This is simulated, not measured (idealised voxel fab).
You're looking at the process module voxel transistor to metal.
Cross-section cut spans 295 nm and uses square cells 5 nm in size.
Cross-section layout: square cells on a grid; listed as bands, top to bottom; a band spans one or more cell rows.
A band entry consists of two parts. The first gives the height of the band's top and the height of its bottom, in nm. The rest lists the band's materials from left to right, each with its width in nm. A single material labelled with the word "everywhere" fills the band from edge to edge, and the word "blank" marks empty space.
Heights are measured from 0, the level below which the as-received wafer is all one material; the lowest band has no bottom and continues downward, written as in "z 0 and below".
Top row gets the first number, bottom row gets the second, and each row in between changes by the same step: that is how a band width like "30..40" works.
Any step labelled "remained unchanged" changed none of the cells in the cross-section.
Closed empty spaces (no open way to the top) of 8 cells or more are what "Non-vented voids" lists, each as width x height at distance from the left edge, nm for all three.
Step line, after settings: the simulator's comment on this step.
You can add "overlay nm" to a step's line. For a step with a mask, it describes how far the mask lay to the right of its planned position, and a negative number describes a lay to the left.
## Steps in the process plan
1. RECEIVE: material Si
2. CONFORMAL_DEP: material SiO2, thk nm 5
3. CONFORMAL_DEP: material SiN, thk nm 15
4. PATTERN: tone cover, mask id ACTIVE, material resist, width nm 110, pitch nm 140, thk nm 20, overlay nm 0
5. DIRECTIONAL_ETCH: etch materials SiN, depth nm 15
6. DIRECTIONAL_ETCH: etch materials SiO2, depth nm 5
7. DIRECTIONAL_ETCH: etch materials Si, depth nm 35
8. STRIP: etch materials resist
9. OXIDIZE: depth nm 5
10. FILL_DEP: material SiO2, thk nm 15
11. CMP: height nm 20
12. SELECTIVE_ETCH: etch materials SiO2, depth nm 10
13. STRIP: etch materials SiN
14. SELECTIVE_ETCH: etch materials SiO2, depth nm 5
15. OXIDIZE: depth nm 5
16. DIRECTIONAL_DEP: material polySi, thk nm 30
17. DIRECTIONAL_DEP: material SiCN, thk nm 15
18. MASKED_ETCH: tone cover, mask id GATE, width nm 20, pitch nm 140, etch materials SiCN, depth nm 25, overlay nm 0
19. MASKED_ETCH: tone cover, mask id GATE, width nm 20, pitch nm 140, etch materials polySi, depth nm 40, overlay nm 0
20. CONFORMAL_DEP: material SiO2, thk nm 5
21. DIRECTIONAL_ETCH: etch materials SiO2, depth nm 5
22. CONFORMAL_DEP: material SiN, thk nm 5
23. DIRECTIONAL_ETCH: etch materials SiN, depth nm 5
24. DIRECTIONAL_ETCH: etch materials SiO2, depth nm 5
25. EPI: material nSi, thk nm 5
26. FILL_DEP: material SiO2, thk nm 5
27. CMP: height nm 45
28. DIRECTIONAL_DEP: material SiO2, thk nm 15
29. PATTERN: tone open, mask id CONTACT, material resist, width nm 35, thk nm 15, overlay nm 0
30. DIRECTIONAL_ETCH: etch materials SiO2, depth nm 60
31. STRIP: etch materials resist
32. CONFORMAL_DEP: material TiN, thk nm 5
33. FILL_DEP: material Ru, thk nm 5
34. CMP: height nm 60
35. DIRECTIONAL_DEP: material TiN, thk nm 5
36. DIRECTIONAL_DEP: material Ru, thk nm 15
37. MASKED_ETCH: tone cover, mask id METAL_1, width nm 20, etch materials Ru, depth nm 15, overlay nm 0
38. MASKED_ETCH: tone cover, mask id METAL_1, width nm 20, etch materials TiN, depth nm 5, overlay nm 0
39. FILL_DEP: material SiO2, thk nm 5
40. CMP: height nm 80
41. CONFORMAL_DEP: material SiCN, thk nm 5
42. DIRECTIONAL_DEP: material lowk, thk nm 30
43. DIRECTIONAL_DEP: material aC, thk nm 10
44. PATTERN: tone open, mask id METAL_2, material resist, width nm 20, pitch nm 140, thk nm 30, overlay nm 0
45. DIRECTIONAL_ETCH: etch materials aC, depth nm 10
46. STRIP: etch materials resist
47. DIRECTIONAL_ETCH: etch materials lowk, depth nm 15
48. STRIP: etch materials aC
49. PATTERN: tone open, mask id METAL_2_HOLES, material resist, width nm 15, pitch nm 140, thk nm 15, overlay nm 0
50. DIRECTIONAL_ETCH: etch materials lowk, depth nm 15
51. DIRECTIONAL_ETCH: etch materials SiCN, depth nm 5
52. STRIP: etch materials resist
53. CONFORMAL_DEP: material TiN, thk nm 5
54. FILL_DEP: material Ru, thk nm 10
55. CMP: height nm 115
56. CONFORMAL_DEP: material SiN, thk nm 5
## Wafer cross-section on receipt, i.e. after step 1
> z 0 and below: Si everywhere
> Non-vented voids: none
## Cross-section, first of two wafers, end of module, run as planned
> z 120 to 115: SiN everywhere
> z 115 to 105: lowk 25 | TiN 5 | Ru 10 | TiN 5 | lowk 120 | TiN 5 | Ru 10 | TiN 5 | lowk 110
> z 105 to 100: lowk 25 | TiN 5 | Ru 5 | TiN 10 | lowk 120 | TiN 5 | Ru 5 | TiN 10 | lowk 110
> z 100 to 85: lowk 25 | TiN 5 | Ru 5 | TiN 5 | lowk 125 | TiN 5 | Ru 5 | TiN 5 | lowk 115
> z 85 to 80: SiCN 25 | TiN 15 | SiCN 125 | TiN 15 | SiCN 115
> z 80 to 65: SiO2 25 | Ru 20 | SiO2 60 | Ru 20 | SiO2 40 | Ru 20 | SiO2 60 | Ru 20 | SiO2 30
> z 65 to 60: SiO2 25 | TiN 20 | SiO2 60 | TiN 20 | SiO2 40 | TiN 20 | SiO2 60 | TiN 20 | SiO2 30
> z 60 to 50: SiO2 25 | TiN 5 | Ru 25 | TiN 5 | SiO2 30 | TiN 5 | Ru 25 | TiN 5 | SiO2 40 | TiN 5 | Ru 25 | TiN 5 | SiO2 30 | TiN 5 | Ru 25 | TiN 5 | SiO2 30
> z 50 to 45: SiO2 25 | TiN 5 | Ru 20 | TiN 10 | SiO2 30 | TiN 10 | Ru 20 | TiN 5 | SiO2 40 | TiN 5 | Ru 20 | TiN 10 | SiO2 30 | TiN 10 | Ru 20 | TiN 5 | SiO2 30
> z 45 to 30: SiO2 25 | TiN 5 | Ru 20 | TiN 5 | SiN 5 | SiO2 5 | SiCN 20 | SiO2 5 | SiN 5 | TiN 5 | Ru 20 | TiN 5 | SiO2 40 | TiN 5 | Ru 20 | TiN 5 | SiN 5 | SiO2 5 | SiCN 20 | SiO2 5 | SiN 5 | TiN 5 | Ru 20 | TiN 5 | SiO2 30
> z 30 to 5: SiO2 25 | TiN 5 | Ru 20 | TiN 5 | SiN 5 | SiO2 5 | polySi 20 | SiO2 5 | SiN 5 | TiN 5 | Ru 20 | TiN 5 | SiO2 40 | TiN 5 | Ru 20 | TiN 5 | SiN 5 | SiO2 5 | polySi 20 | SiO2 5 | SiN 5 | TiN 5 | Ru 20 | TiN 5 | SiO2 30
> z 5 to 0: SiO2 20 | SiN 5 | TiN 30 | SiN 5 | SiO2 5 | polySi 20 | SiO2 5 | SiN 5 | TiN 30 | SiN 5 | SiO2 30 | SiN 5 | TiN 30 | SiN 5 | SiO2 5 | polySi 20 | SiO2 5 | SiN 5 | TiN 30 | SiN 5 | SiO2 25
> z 0 to -5: SiO2 25 | nSi 30 | SiO2 40 | nSi 30 | SiO2 40 | nSi 30 | SiO2 40 | nSi 30 | SiO2 30
> z -5 to -40: SiO2 25 | Si 100 | SiO2 40 | Si 100 | SiO2 30
> z -40 and below: Si everywhere
> Non-vented voids: none
## Cross-section, wafer two of two, end of module: same start and plan as wafer one, one error in execution
> z 120 to 115: SiN everywhere
> z 115 to 105: lowk 25 | TiN 5 | Ru 10 | TiN 5 | lowk 120 | TiN 5 | Ru 10 | TiN 5 | lowk 110
> z 105 to 100: lowk 25 | TiN 5 | Ru 5 | TiN 10 | lowk 120 | TiN 5 | Ru 5 | TiN 10 | lowk 110
> z 100 to 85: lowk 25 | TiN 5 | Ru 5 | TiN 5 | lowk 125 | TiN 5 | Ru 5 | TiN 5 | lowk 115
> z 85 to 80: SiCN 25 | TiN 15 | SiCN 125 | TiN 15 | SiCN 115
> z 80 to 65: SiO2 25 | Ru 20 | SiO2 60 | Ru 20 | SiO2 40 | Ru 20 | SiO2 60 | Ru 20 | SiO2 30
> z 65 to 60: SiO2 25 | TiN 20 | SiO2 60 | TiN 20 | SiO2 40 | TiN 20 | SiO2 60 | TiN 20 | SiO2 30
> z 60 to 50: SiO2 25 | TiN 5 | Ru 25 | TiN 5 | SiO2 30 | TiN 5 | Ru 25 | TiN 5 | SiO2 40 | TiN 5 | Ru 25 | TiN 5 | SiO2 30 | TiN 5 | Ru 25 | TiN 5 | SiO2 30
> z 50 to 45: SiO2 25 | TiN 5 | Ru 20 | TiN 10 | SiO2 30 | TiN 10 | Ru 20 | TiN 5 | SiO2 40 | TiN 5 | Ru 20 | TiN 10 | SiO2 30 | TiN 10 | Ru 20 | TiN 5 | SiO2 30
> z 45 to 30: SiO2 25 | TiN 5 | Ru 20 | TiN 5 | SiN 5 | SiO2 5 | SiCN 20 | SiO2 5 | SiN 5 | TiN 5 | Ru 20 | TiN 5 | SiO2 40 | TiN 5 | Ru 20 | TiN 5 | SiN 5 | SiO2 5 | SiCN 20 | SiO2 5 | SiN 5 | TiN 5 | Ru 20 | TiN 5 | SiO2 30
> z 30 to 5: SiO2 25 | TiN 5 | Ru 20 | TiN 5 | SiN 5 | SiO2 5 | polySi 20 | SiO2 5 | SiN 5 | TiN 5 | Ru 20 | TiN 5 | SiO2 40 | TiN 5 | Ru 20 | TiN 5 | SiN 5 | SiO2 5 | polySi 20 | SiO2 5 | SiN 5 | TiN 5 | Ru 20 | TiN 5 | SiO2 30
> z 5 to 0: SiO2 20 | SiN 5 | TiN 30 | SiN 5 | SiO2 5 | polySi 20 | SiO2 5 | SiN 5 | TiN 30 | SiO2 5 | SiN 5 | SiO2 25 | SiN 5 | TiN 30 | SiN 5 | SiO2 5 | polySi 20 | SiO2 5 | SiN 5 | TiN 30 | SiO2 5 | SiN 5 | SiO2 20
> z 0 to -5: SiO2 25 | nSi 30 | SiO2 40 | nSi 35 | SiO2 35 | nSi 30 | SiO2 40 | nSi 35 | SiO2 25
> z -5 to -40: SiO2 25 | Si 105 | SiO2 35 | Si 105 | SiO2 25
> z -40 and below: Si everywhere
> Non-vented voids: none
Processing error: step 4 changed vs plan, executed as PATTERN: tone cover, mask id ACTIVE, material resist, width nm 115, pitch nm 140, thk nm 20, overlay nm 0
The final cell counts differ between the wafers, with the second having more or fewer of some materials than the first: 14 more of Si, 16 fewer of SiO2, 2 more of nSi
